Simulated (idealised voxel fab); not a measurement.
Process module, titled voxel capacitor over wiring
For reference, the cross-section in this document is cut, with width 155 nm and square cells of 5 nm.
Think of the cross-section as a grid of square cells. We describe it in bands, top to bottom, and each band covers one or more rows of those cells.
Top, bottom (nm), then materials left to right with widths (nm); lone material tagged "everywhere" fills the whole band edge to edge; "air" = empty space.
It should be noted that heights are counted from 0, beneath which the wafer as supplied is of one material throughout, and that the lowest band possesses no lower boundary but continues downward, as written in "0 down".
Read "30..40" as a graded width: first number on top, second number at the bottom, same change between each pair of neighbouring rows.
Take "nothing got changed" at face value: in the step it is given for, the cross-section changed in none of its cells.
Each empty space that has no open way to the top and spans at least 8 cells appears under "Closed void entries" as width x height at distance, the distance counted from the left edge, all in nm.
Formally, on a step line, whatever follows the settings is a remark that the simulator itself makes on the step.
A step line may carry the setting "overlay nm", which, for steps involving a mask, states the distance by which the mask lay to the right of its intended position; negative values denote displacement to the left.

**Planned step list for the process**
| 1 | RECEIVE with material Si |
| 2 | CONFORMAL_DEP with material SiO2, thk nm 15 |
| 3 | CONFORMAL_DEP with material SiCN, thk nm 5 |
| 4 | DIRECTIONAL_DEP with material lowk, thk nm 25 |
| 5 | DIRECTIONAL_DEP with material aC, thk nm 10 |
| 6 | PATTERN with tone open, mask id METAL_1, material resist, width nm 20, pitch nm 85, thk nm 30, overlay nm 0 |
| 7 | DIRECTIONAL_ETCH with etch materials aC, depth nm 10 |
| 8 | STRIP with etch materials resist |
| 9 | DIRECTIONAL_ETCH with etch materials lowk, depth nm 25 |
| 10 | DIRECTIONAL_ETCH with etch materials SiCN, depth nm 5 |
| 11 | STRIP with etch materials aC |
| 12 | CONFORMAL_DEP with material TiN, thk nm 5 |
| 13 | FILL_DEP with material Cu, thk nm 5 |
| 14 | CMP with height nm 45 |
| 15 | CONFORMAL_DEP with material SiCN, thk nm 5 |
| 16 | DIRECTIONAL_DEP with material lowk, thk nm 15 |
| 17 | DIRECTIONAL_DEP with material aC, thk nm 10 |
| 18 | PATTERN with tone open, mask id PLUG_1, material resist, width nm 15, thk nm 25, overlay nm 0 |
| 19 | DIRECTIONAL_ETCH with etch materials aC, depth nm 10 |
| 20 | STRIP with etch materials resist |
| 21 | DIRECTIONAL_ETCH with etch materials lowk, depth nm 15 |
| 22 | DIRECTIONAL_ETCH with etch materials SiCN, depth nm 5 |
| 23 | STRIP with etch materials aC |
| 24 | EPI with material Ru, thk nm 10 |
| 25 | EPI with material Ru, thk nm 10 |
| 26 | DIRECTIONAL_DEP with material TiN, thk nm 5 |
| 27 | DIRECTIONAL_DEP with material HfO2, thk nm 5 |
| 28 | DIRECTIONAL_DEP with material TiN, thk nm 10 |
| 29 | MASKED_ETCH with tone cover, mask id UPPER_PLATE, width nm 70, etch materials TiN, depth nm 10, overlay nm 0 |
| 30 | MASKED_ETCH with tone cover, mask id UPPER_PLATE, width nm 70, etch materials HfO2, depth nm 5, overlay nm 0 |
| 31 | PATTERN with tone cover, mask id LOWER_PLATE, material resist, width nm 80, thk nm 15, overlay nm 0 |
| 32 | DIRECTIONAL_ETCH with etch materials TiN, depth nm 5 |
| 33 | STRIP with etch materials resist |
| 34 | FILL_DEP with material SiO2, thk nm 15 |
| 35 | CMP with height nm 95 |
| 36 | DIRECTIONAL_DEP with material aC, thk nm 10 |
| 37 | PATTERN with tone open, mask id PLUG_2, material resist, width nm 15, thk nm 30, overlay nm 0 |
| 38 | DIRECTIONAL_ETCH with etch materials aC, depth nm 10 |
| 39 | STRIP with etch materials resist |
| 40 | DIRECTIONAL_ETCH with etch materials SiO2, depth nm 10 |
| 41 | STRIP with etch materials aC |
| 42 | CONFORMAL_DEP with material TiN, thk nm 5 |
| 43 | FILL_DEP with material W, thk nm 10 |
| 44 | CMP with height nm 95 |
| 45 | CONFORMAL_DEP with material SiCN, thk nm 5 |

**The first of a set of two wafers, run to plan**

**As-received state of the wafer in cross-section, equivalent to post-step 1**
- 0 down | Si everywhere
- Closed void entries: none

**Step 2 complete: cross-section through the wafer**
- 15 to 0 | SiO2 everywhere
- Below 0, the layers are the same as they were.

**Step 3 complete: cross-section through the wafer**
- 20 to 15 | SiCN everywhere
- Below 15, the layers are the same as they were.

**Step 4 complete: cross-section through the wafer**
- 45 to 20 | lowk everywhere
- Below 20, the layers are the same as they were.

**Step 5 complete: cross-section through the wafer**
- 55 to 45 | aC everywhere
- Below 45, the layers are the same as they were.

**Step 6 complete: cross-section through the wafer**
- 85 to 55 | resist (25); air (20); resist (65); air (20); resist (25)
- Below 55, the layers are the same as they were.

**Step 7 complete: cross-section through the wafer**
- 75 to 55 | resist (25); air (20); resist (65); air (20); resist (25)
- 55 to 45 | aC (25); air (20); aC (65); air (20); aC (25)
- Below 45, the layers are the same as they were.

**Step 8 complete: cross-section through the wafer**
- 55 to 45 | aC (25); air (20); aC (65); air (20); aC (25)
- Below 45, the layers are the same as they were.

**Step 9 complete: cross-section through the wafer**
- 55 to 45 | aC (25); air (20); aC (65); air (20); aC (25)
- 45 to 20 | lowk (25); air (20); lowk (65); air (20); lowk (25)
- Below 20, the layers are the same as they were.

**Step 10 complete: cross-section through the wafer**
- 55 to 45 | aC (25); air (20); aC (65); air (20); aC (25)
- 45 to 20 | lowk (25); air (20); lowk (65); air (20); lowk (25)
- 20 to 15 | SiCN (25); air (20); SiCN (65); air (20); SiCN (25)
- Below 15, the layers are the same as they were.

**Step 11 complete: cross-section through the wafer**
- 45 to 20 | lowk (25); air (20); lowk (65); air (20); lowk (25)
- Below 20, the layers are the same as they were.

**Step 12 complete: cross-section through the wafer**
- 50 to 45 | TiN (30); air (10); TiN (75); air (10); TiN (30)
- 45 to 20 | lowk (25); TiN (5); air (10); TiN (5); lowk (65); TiN (5); air (10); TiN (5); lowk (25)
- 20 to 15 | SiCN (25); TiN (20); SiCN (65); TiN (20); SiCN (25)
- Below 15, the layers are the same as they were.

**Step 13 complete: cross-section through the wafer**
- 55 to 50 | Cu everywhere
- 50 to 45 | TiN (30); Cu (10); TiN (75); Cu (10); TiN (30)
- 45 to 20 | lowk (25); TiN (5); Cu (10); TiN (5); lowk (65); TiN (5); Cu (10); TiN (5); lowk (25)
- Below 20, the layers are the same as they were.

**Step 14 complete: cross-section through the wafer**
- 45 to 20 | lowk (25); TiN (5); Cu (10); TiN (5); lowk (65); TiN (5); Cu (10); TiN (5); lowk (25)
- Below 20, the layers are the same as they were.

**Step 15 complete: cross-section through the wafer**
- 50 to 45 | SiCN everywhere
- Below 45, the layers are the same as they were.

**Step 16 complete: cross-section through the wafer**
- 65 to 50 | lowk everywhere
- Below 50, the layers are the same as they were.

**Step 17 complete: cross-section through the wafer**
- 75 to 65 | aC everywhere
- Below 65, the layers are the same as they were.

**Step 18 complete: cross-section through the wafer**
- 100 to 75 | resist (30); air (15); resist (110)
- Below 75, the layers are the same as they were.

**Step 19 complete: cross-section through the wafer**
- 90 to 75 | resist (30); air (15); resist (110)
- 75 to 65 | aC (30); air (15); aC (110)
- Below 65, the layers are the same as they were.

**Step 20 complete: cross-section through the wafer**
- 75 to 65 | aC (30); air (15); aC (110)
- Below 65, the layers are the same as they were.

**Step 21 complete: cross-section through the wafer**
- 75 to 65 | aC (30); air (15); aC (110)
- 65 to 50 | lowk (30); air (15); lowk (110)
- Below 50, the layers are the same as they were.

**Step 22 complete: cross-section through the wafer**
- 75 to 65 | aC (30); air (15); aC (110)
- 65 to 50 | lowk (30); air (15); lowk (110)
- 50 to 45 | SiCN (30); air (15); SiCN (110)
- Below 45, the layers are the same as they were.

**Step 23 complete: cross-section through the wafer**
- 65 to 50 | lowk (30); air (15); lowk (110)
- Below 50, the layers are the same as they were.

**Step 24 complete: cross-section through the wafer**
- 65 to 55 | lowk (30); air (15); lowk (110)
- 55 to 50 | lowk (30); Ru (15); lowk (110)
- 50 to 45 | SiCN (30); Ru (15); SiCN (110)
- Below 45, the layers are the same as they were.

**Step 25 complete: cross-section through the wafer**
- 65 to 50 | lowk (30); Ru (15); lowk (110)
- Below 50, the layers are the same as they were.

**Step 26 complete: cross-section through the wafer**
- 70 to 65 | TiN everywhere
- Below 65, the layers are the same as they were.

**Step 27 complete: cross-section through the wafer**
- 75 to 70 | HfO2 everywhere
- Below 70, the layers are the same as they were.

**Step 28 complete: cross-section through the wafer**
- 85 to 75 | TiN everywhere
- Below 75, the layers are the same as they were.

**Step 29 complete: cross-section through the wafer**
- 85 to 75 | air (30); TiN (70); air (55)
- Below 75, the layers are the same as they were.

**Step 30 complete: cross-section through the wafer**
- 85 to 75 | air (30); TiN (70); air (55)
- 75 to 70 | air (30); HfO2 (70); air (55)
- Below 70, the layers are the same as they were.

**Step 31 complete: cross-section through the wafer**
- 100 to 85 | air (25); resist (80); air (50)
- 85 to 75 | air (25); resist (5); TiN (70); resist (5); air (50)
- 75 to 70 | air (25); resist (5); HfO2 (70); resist (5); air (50)
- Below 70, the layers are the same as they were.

**Step 32 complete: cross-section through the wafer**
- 100 to 85 | air (25); resist (80); air (50)
- 85 to 75 | air (25); resist (5); TiN (70); resist (5); air (50)
- 75 to 70 | air (25); resist (5); HfO2 (70); resist (5); air (50)
- 70 to 65 | air (25); TiN (80); air (50)
- Below 65, the layers are the same as they were.

**Step 33 complete: cross-section through the wafer**
- 85 to 75 | air (30); TiN (70); air (55)
- 75 to 70 | air (30); HfO2 (70); air (55)
- Below 70, the layers are the same as they were.

**Step 34 complete: cross-section through the wafer**
- 100 to 85 | SiO2 everywhere
- 85 to 75 | SiO2 (30); TiN (70); SiO2 (55)
- 75 to 70 | SiO2 (30); HfO2 (70); SiO2 (55)
- 70 to 65 | SiO2 (25); TiN (80); SiO2 (50)
- Below 65, the layers are the same as they were.

**Step 35 complete: cross-section through the wafer**
- 95 to 85 | SiO2 everywhere
- Below 85, the layers are the same as they were.

**Step 36 complete: cross-section through the wafer**
- 105 to 95 | aC everywhere
- Below 95, the layers are the same as they were.

**Step 37 complete: cross-section through the wafer**
- 135 to 105 | resist (40); air (15); resist (100)
- Below 105, the layers are the same as they were.

**Step 38 complete: cross-section through the wafer**
- 125 to 105 | resist (40); air (15); resist (100)
- 105 to 95 | aC (40); air (15); aC (100)
- Below 95, the layers are the same as they were.

**Step 39 complete: cross-section through the wafer**
- 105 to 95 | aC (40); air (15); aC (100)
- Below 95, the layers are the same as they were.

**Step 40 complete: cross-section through the wafer**
- 105 to 95 | aC (40); air (15); aC (100)
- 95 to 85 | SiO2 (40); air (15); SiO2 (100)
- Below 85, the layers are the same as they were.

**Step 41 complete: cross-section through the wafer**
- 95 to 85 | SiO2 (40); air (15); SiO2 (100)
- Below 85, the layers are the same as they were.

**Step 42 complete: cross-section through the wafer**
- 100 to 95 | TiN (45); air (5); TiN (105)
- 95 to 90 | SiO2 (40); TiN (5); air (5); TiN (5); SiO2 (100)
- 90 to 85 | SiO2 (40); TiN (15); SiO2 (100)
- Below 85, the layers are the same as they were.

**Step 43 complete: cross-section through the wafer**
- 110 to 100 | W everywhere
- 100 to 95 | TiN (45); W (5); TiN (105)
- 95 to 90 | SiO2 (40); TiN (5); W (5); TiN (5); SiO2 (100)
- Below 90, the layers are the same as they were.

**Step 44 complete: cross-section through the wafer**
- 95 to 90 | SiO2 (40); TiN (5); W (5); TiN (5); SiO2 (100)
- Below 90, the layers are the same as they were.

**Step 45 complete: cross-section through the wafer**
- 100 to 95 | SiCN everywhere
- Below 95, the layers are the same as they were.

**It is to be noted that the second wafer proceeded from the same initial state and according to the same plan as the first, although one mistake was committed in its execution; through step 23, inclusive, the two wafers share an identical history**

**Cross-sectional view of the second wafer at the intended end time of process step 25**
- 65 to 55 | lowk (30); air (15); lowk (110)
- 55 to 50 | lowk (30); Ru (15); lowk (110)
- 50 to 45 | SiCN (30); Ru (15); SiCN (110)
- Below 45, the layers are the same as they were.

**Cross-sectional view of the second wafer at the intended end time of process step 26**
- 70 to 65 | TiN (30); air (15); TiN (110)
- 65 to 60 | lowk (30); air (15); lowk (110)
- 60 to 55 | lowk (30); TiN (15); lowk (110)
- Below 55, the layers are the same as they were.

**Cross-sectional view of the second wafer at the intended end time of process step 27**
- 75 to 70 | HfO2 (30); air (15); HfO2 (110)
- 70 to 65 | TiN (30); air (15); TiN (110)
- 65 to 60 | lowk (30); HfO2 (15); lowk (110)
- Below 60, the layers are the same as they were.

**Cross-sectional view of the second wafer at the intended end time of process step 28**
- 85 to 75 | TiN (30); air (15); TiN (110)
- 75 to 70 | HfO2 (30); TiN (15); HfO2 (110)
- 70 to 65 | TiN everywhere
- Below 65, the layers are the same as they were.

**Cross-sectional view of the second wafer at the intended end time of process step 29**
- 85 to 75 | air (45); TiN (55); air (55)
- Below 75, the layers are the same as they were.

**Cross-sectional view of the second wafer at the intended end time of process step 30**
- 85 to 75 | air (45); TiN (55); air (55)
- 75 to 70 | air (30); TiN (15); HfO2 (55); air (55)
- Below 70, the layers are the same as they were.

**Cross-sectional view of the second wafer at the intended end time of process step 31**
- 100 to 85 | air (25); resist (80); air (50)
- 85 to 75 | air (25); resist (20); TiN (55); resist (5); air (50)
- 75 to 70 | air (25); resist (5); TiN (15); HfO2 (55); resist (5); air (50)
- Below 70, the layers are the same as they were.

**Cross-sectional view of the second wafer at the intended end time of process step 32**
- 100 to 85 | air (25); resist (80); air (50)
- 85 to 75 | air (25); resist (20); TiN (55); resist (5); air (50)
- 75 to 70 | air (25); resist (5); TiN (15); HfO2 (55); resist (5); air (50)
- 70 to 65 | air (25); TiN (80); air (50)
- Below 65, the layers are the same as they were.

**Cross-sectional view of the second wafer at the intended end time of process step 33**
- 85 to 75 | air (45); TiN (55); air (55)
- 75 to 70 | air (30); TiN (15); HfO2 (55); air (55)
- Below 70, the layers are the same as they were.

**Cross-sectional view of the second wafer at the intended end time of process step 34**
- 100 to 85 | SiO2 everywhere
- 85 to 75 | SiO2 (45); TiN (55); SiO2 (55)
- 75 to 70 | SiO2 (30); TiN (15); HfO2 (55); SiO2 (55)
- 70 to 65 | SiO2 (25); TiN (80); SiO2 (50)
- Below 65, the layers are the same as they were.

**Cross-sectional view of the second wafer at the intended end time of process step 35**
- 95 to 85 | SiO2 everywhere
- Below 85, the layers are the same as they were.

**Cross-sectional view of the second wafer at the intended end time of process step 36**
- 105 to 95 | aC everywhere
- Below 95, the layers are the same as they were.

**Cross-sectional view of the second wafer at the intended end time of process step 37**
- 135 to 105 | resist (40); air (15); resist (100)
- Below 105, the layers are the same as they were.

**Cross-sectional view of the second wafer at the intended end time of process step 38**
- 125 to 105 | resist (40); air (15); resist (100)
- 105 to 95 | aC (40); air (15); aC (100)
- Below 95, the layers are the same as they were.

**Cross-sectional view of the second wafer at the intended end time of process step 39**
- 105 to 95 | aC (40); air (15); aC (100)
- Below 95, the layers are the same as they were.

**Cross-sectional view of the second wafer at the intended end time of process step 40**
- 105 to 95 | aC (40); air (15); aC (100)
- 95 to 85 | SiO2 (40); air (15); SiO2 (100)
- Below 85, the layers are the same as they were.

**Cross-sectional view of the second wafer at the intended end time of process step 41**
- 95 to 85 | SiO2 (40); air (15); SiO2 (100)
- Below 85, the layers are the same as they were.

**Cross-sectional view of the second wafer at the intended end time of process step 42**
- 100 to 95 | TiN (45); air (5); TiN (105)
- 95 to 90 | SiO2 (40); TiN (5); air (5); TiN (5); SiO2 (100)
- 90 to 85 | SiO2 (40); TiN (15); SiO2 (100)
- Below 85, the layers are the same as they were.

**Cross-sectional view of the second wafer at the intended end time of process step 43**
- 110 to 100 | W everywhere
- 100 to 95 | TiN (45); W (5); TiN (105)
- 95 to 90 | SiO2 (40); TiN (5); W (5); TiN (5); SiO2 (100)
- Below 90, the layers are the same as they were.

**Cross-sectional view of the second wafer at the intended end time of process step 44**
- 95 to 90 | SiO2 (40); TiN (5); W (5); TiN (5); SiO2 (100)
- Below 90, the layers are the same as they were.

**Cross-sectional view of the second wafer at the intended end time of process step 45**
- 100 to 95 | SiCN everywhere
- Below 95, the layers are the same as they were.
What was done differently from what was planned? one of the identical steps 24 and 25 was skipped, and it is impossible to tell which
End of process, cell counts, second wafer against first, materials with more or fewer: 6 fewer of Ru; 6 more of SiO2
